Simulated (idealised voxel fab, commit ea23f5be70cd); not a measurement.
Proc. module: voxel tone inversion
Each square cell in cross-section cut measures 5 nm, and the section as a whole is 165 nm wide.
This document writes a cross-section as a grid whose cells are square, and gives it as bands, listed from the top down; one or more rows of cells form a band.
In this notation a band is specified by the heights of its top and bottom, in that order and in nm, after which its materials appear from left to right, each paired with its width in nm. The word "all across" attached to a single material means that material fills the band from edge to edge; the word "air" stands for empty space.
Ref level 0: as-received wafer is one material below here. Bottom band extends down with no lower bound ("0 -> down").
Quick explanation for "30 to 40": the width changes in equal steps down the rows of cells, from the first number in the band's top row to the second number in its bottom row.
It should be understood that the words "all unchanged", when stated for a given step, signify that the cross-section underwent no change in any of its cells during that step.
Reported under the label "Voids, sealed" are the empty spaces having no open way to the top and comprising 8 cells or more; the notation for each is width x height at distance, in which the distance is measured from the left edge and all three values are in nm.
Past the settings on a step's line: simulator remark, on that step.
The optional step-line setting "overlay nm" applies to steps with a mask and quantifies how far to the right of its planned location the mask lay, a negative value indicating leftward placement.

### The following list gives the planned process steps
1 RECEIVE,material Si
2 CONFORMAL_DEP,material SiCN,thk nm 10
3 DIRECTIONAL_DEP,material polySi,thk nm 15
4 PATTERN,tone cover,mask id POSTS,material resist,width nm 15,pitch nm 30,thk nm 20,overlay nm 0
5 DIRECTIONAL_ETCH,etch materials polySi,depth nm 15
6 STRIP,etch materials resist
7 FILL_DEP,material SiO2,thk nm 5
8 CMP,height nm 25
9 STRIP,etch materials polySi

### Here's what the wafer looked like in cross-section when it arrived - that's after step 1
  0 -> down: Si all across
  Voids, sealed: none

### First of two wafers at the end of the module, shown in cross-section; run carried out as planned
  25 -> 10: 30 of SiO2, then 15 of air, then 15 of SiO2, then 15 of air, then 15 of SiO2, then 15 of air, then 15 of SiO2, then 15 of air, then 30 of SiO2
  10 -> 0: SiCN all across
  0 -> down: Si all across
  Voids, sealed: none

### Cross-sectional view: second of two wafers, end of module; start and plan identical to the first, one mistake in running
  25 -> 10: 30 of air, then 15 of SiO2, then 15 of air, then 15 of SiO2, then 15 of air, then 15 of SiO2, then 15 of air, then 15 of SiO2, then 30 of air
  10 -> 0: SiCN all across
  0 -> down: Si all across
  Voids, sealed: none
Nonconformance to the process plan: step 4 changed vs plan, executed as PATTERN,tone open,mask id POSTS,material resist,width nm 15,pitch nm 30,thk nm 20,overlay nm 0
Bottom line after processing is that, in cells, the second wafer is up or down on some materials versus the first: SiO2 -27
